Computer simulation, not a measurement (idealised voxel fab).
The process module presented herein is designated voxel self aligned vias.
Shown is cross-section cut, with a width of 225 nm and square cells of size 5 nm.
Just so we're on the same page, the cross-sections are grids of square cells, and they're listed out in bands top to bottom, each band one or more rows deep.
Per band: top height and bottom height in nm, followed by the left-to-right materials and their widths in nm; "throughout" marks a single material spanning edge to edge, "air" marks empty space.
Zero point of the height axis is 0; under it, received wafer = one material. Lowest band: continues down indefinitely, "z 0 and below".
Per-row width for "30->40": begins at first number (top row of band), ends at second number (bottom row), increment between rows held constant.
Any step labelled "changes: none" changed none of the cells in the cross-section.
Each empty space that has no open way to the top and spans at least 8 cells appears under "Enclosed void catalog" as width x height at distance, the distance counted from the left edge, all in nm.
Where a step's line continues beyond its settings, the continuation is a remark by the simulator itself on that step.
The line of a step may include "overlay nm". On a step with a mask, this value is how far to the right of its planned place the mask lay. A negative value means the mask lay to the left.
Planned step list for the process
1,RECEIVE: material Si
2,CONFORMAL_DEP: material SiO2, thk nm 10
3,CONFORMAL_DEP: material SiCN, thk nm 5
4,DIRECTIONAL_DEP: material lowk, thk nm 20
5,MASKED_ETCH: tone open, mask id LINES, width nm 30, pitch nm 55, etch materials lowk, depth nm 20, overlay nm 0
6,CONFORMAL_DEP: material TiN, thk nm 5
7,FILL_DEP: material Ru, thk nm 10
8,CMP: height nm 35
9,SELECTIVE_ETCH: etch materials W Ru TiN, depth nm 5
10,FILL_DEP: material SiN, thk nm 5
11,CMP: height nm 35
12,DIRECTIONAL_DEP: material lowk, thk nm 15
13,DIRECTIONAL_DEP: material aC, thk nm 10
14,PATTERN: tone open, mask id VIAS, material resist, width nm 40, pitch nm 55, thk nm 30, overlay nm 0
15,DIRECTIONAL_ETCH: etch materials aC, depth nm 10
16,STRIP: etch materials resist
17,DIRECTIONAL_ETCH: etch materials lowk, depth nm 15
18,DIRECTIONAL_ETCH: etch materials SiN, depth nm 5
19,STRIP: etch materials aC
20,CONFORMAL_DEP: material TiN, thk nm 5
21,FILL_DEP: material Ru, thk nm 10
22,CMP: height nm 50
23,CONFORMAL_DEP: material SiN, thk nm 5
as received, after step 1
z 0 and below = Si throughout
Enclosed void catalog: none
The first of the two wafers as seen in cross-section once the module was finished; processing followed the plan
z 55 to 50 = SiN throughout
z 50 to 40 = 35 nm lowk, 5 nm TiN, 30 nm Ru, 5 nm TiN, 15 nm lowk, 5 nm TiN, 30 nm Ru, 5 nm TiN, 15 nm lowk, 5 nm TiN, 30 nm Ru, 5 nm TiN, 40 nm lowk
z 40 to 35 = 35 nm lowk, 10 nm TiN, 20 nm Ru, 10 nm TiN, 15 nm lowk, 10 nm TiN, 20 nm Ru, 10 nm TiN, 15 nm lowk, 10 nm TiN, 20 nm Ru, 10 nm TiN, 40 nm lowk
z 35 to 30 = 40 nm lowk, 30 nm TiN, 25 nm lowk, 30 nm TiN, 25 nm lowk, 30 nm TiN, 45 nm lowk
z 30 to 20 = 40 nm lowk, 5 nm TiN, 20 nm Ru, 5 nm TiN, 25 nm lowk, 5 nm TiN, 20 nm Ru, 5 nm TiN, 25 nm lowk, 5 nm TiN, 20 nm Ru, 5 nm TiN, 45 nm lowk
z 20 to 15 = 40 nm lowk, 30 nm TiN, 25 nm lowk, 30 nm TiN, 25 nm lowk, 30 nm TiN, 45 nm lowk
z 15 to 10 = SiCN throughout
z 10 to 0 = SiO2 throughout
z 0 and below = Si throughout
Enclosed void catalog: none
So this is wafer number two of the two, cut at the end of the module - it started where the first did and had the same plan, we just got one thing wrong running it
z 55 to 50 = SiN throughout
z 50 to 35 = 35 nm lowk, 5 nm TiN, 30 nm Ru, 5 nm TiN, 15 nm lowk, 5 nm TiN, 30 nm Ru, 5 nm TiN, 15 nm lowk, 5 nm TiN, 30 nm Ru, 5 nm TiN, 40 nm lowk
z 35 to 30 = 35 nm lowk, 40 nm TiN, 15 nm lowk, 40 nm TiN, 15 nm lowk, 40 nm TiN, 40 nm lowk
z 30 to 20 = 35->40 nm lowk, 10->5 nm TiN, 20 nm Ru, 10->5 nm TiN, 15->25 nm lowk, 10->5 nm TiN, 20 nm Ru, 10->5 nm TiN, 15->25 nm lowk, 10->5 nm TiN, 20 nm Ru, 10->5 nm TiN, 40->45 nm lowk
z 20 to 15 = 40 nm lowk, 30 nm TiN, 25 nm lowk, 30 nm TiN, 25 nm lowk, 30 nm TiN, 45 nm lowk
z 15 to 10 = SiCN throughout
z 10 to 0 = SiO2 throughout
z 0 and below = Si throughout
Enclosed void catalog: none
Here's what went sideways: note that step 17 departed from the planned setting and was carried out as DIRECTIONAL_ETCH: etch materials lowk, depth nm 25
Counted in cells at the end, the second wafer holds more or fewer of these materials than the first: Ru +6, TiN +6, lowk -12
